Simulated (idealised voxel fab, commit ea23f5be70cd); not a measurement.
Herein follows the process module entitled voxel quadruple lines.
Square cell edge 5 nm, section width 170 nm, ID cut.
This document writes a cross-section as a grid whose cells are square, and gives it as bands, listed from the top down; one or more rows of cells form a band. For a band, the entry starts with two heights in nm, that of the top and then that of the bottom, and carries on with the band's materials in order from left to right, each alongside its width in nm; the word "throughout" beside a single material means it fills the band edge to edge, and "air" means empty space. Heads up on the height convention: 0 is the point under which the incoming wafer is all one material, and the lowest band has no bottom, it just keeps going down, like "z 0 and below". Graded width ("30->40"): value in top row of band = first number; value in bottom row = second number; row-to-row change constant. It should be understood that the words "nothing different", when stated for a given step, signify that the cross-section underwent no change in any of its cells during that step. "Voids, fully enclosed" lists enclosed empty spaces (at least 8 cells, no open path upward to the top), each as width x height at distance from the left edge, in nm. What comes after the settings on a step's line is commentary from the simulator itself on that step. overlay nm, on a step with a mask: how far to the right of its planned place the mask lay; to the left if negative.

[Intended process steps]
1: RECEIVE with material Si
2: CONFORMAL_DEP with material Al2O3, thk nm 10
3: DIRECTIONAL_DEP with material Ru, thk nm 15
4: DIRECTIONAL_DEP with material polySi, thk nm 20
5: DIRECTIONAL_DEP with material aC, thk nm 25
6: PATTERN with tone cover, mask id MANDREL, material resist, width nm 30, thk nm 30, overlay nm 0
7: DIRECTIONAL_ETCH with etch materials aC, depth nm 25
8: STRIP with etch materials resist
9: CONFORMAL_DEP with material SiO2, thk nm 10
10: DIRECTIONAL_ETCH with etch materials SiO2, depth nm 10
11: STRIP with etch materials aC
12: DIRECTIONAL_ETCH with etch materials polySi, depth nm 20
13: STRIP with etch materials SiO2
14: CONFORMAL_DEP with material SiN, thk nm 10
15: DIRECTIONAL_ETCH with etch materials SiN, depth nm 10
16: STRIP with etch materials polySi
17: DIRECTIONAL_ETCH with etch materials Ru, depth nm 15
18: STRIP with etch materials SiN
19: FILL_DEP with material SiO2, thk nm 10
20: CMP with height nm 25

[As-received wafer cross-section (after step 1)]
  z 0 and below = Si throughout
  Voids, fully enclosed: none

[Cross-sectional image of the first of two wafers at the end of the module, the run having proceeded as planned]
  z 25 to 10 = SiO2=50, Ru=10, SiO2=10, Ru=10, SiO2=10, Ru=10, SiO2=10, Ru=10, SiO2=50
  z 10 to 0 = Al2O3 throughout
  z 0 and below = Si throughout
  Voids, fully enclosed: none

[Cross-sectional view of the second of two wafers upon completion of the module. This wafer shared its starting condition and process plan with the first; one error was made during its execution]
  z 25 to 10 = SiO2=55, Ru=10, SiO2=10, Ru=20, SiO2=10, Ru=10, SiO2=55
  z 10 to 0 = Al2O3 throughout
  z 0 and below = Si throughout
  Voids, fully enclosed: none
Where did the run depart from the plan? step 6 changed vs plan, executed as PATTERN with tone cover, mask id MANDREL, material resist, width nm 20, thk nm 30, overlay nm 0
Comparing end states, the material composition by cell count is preserved from the first wafer to the second, while the locations of the cells are not.
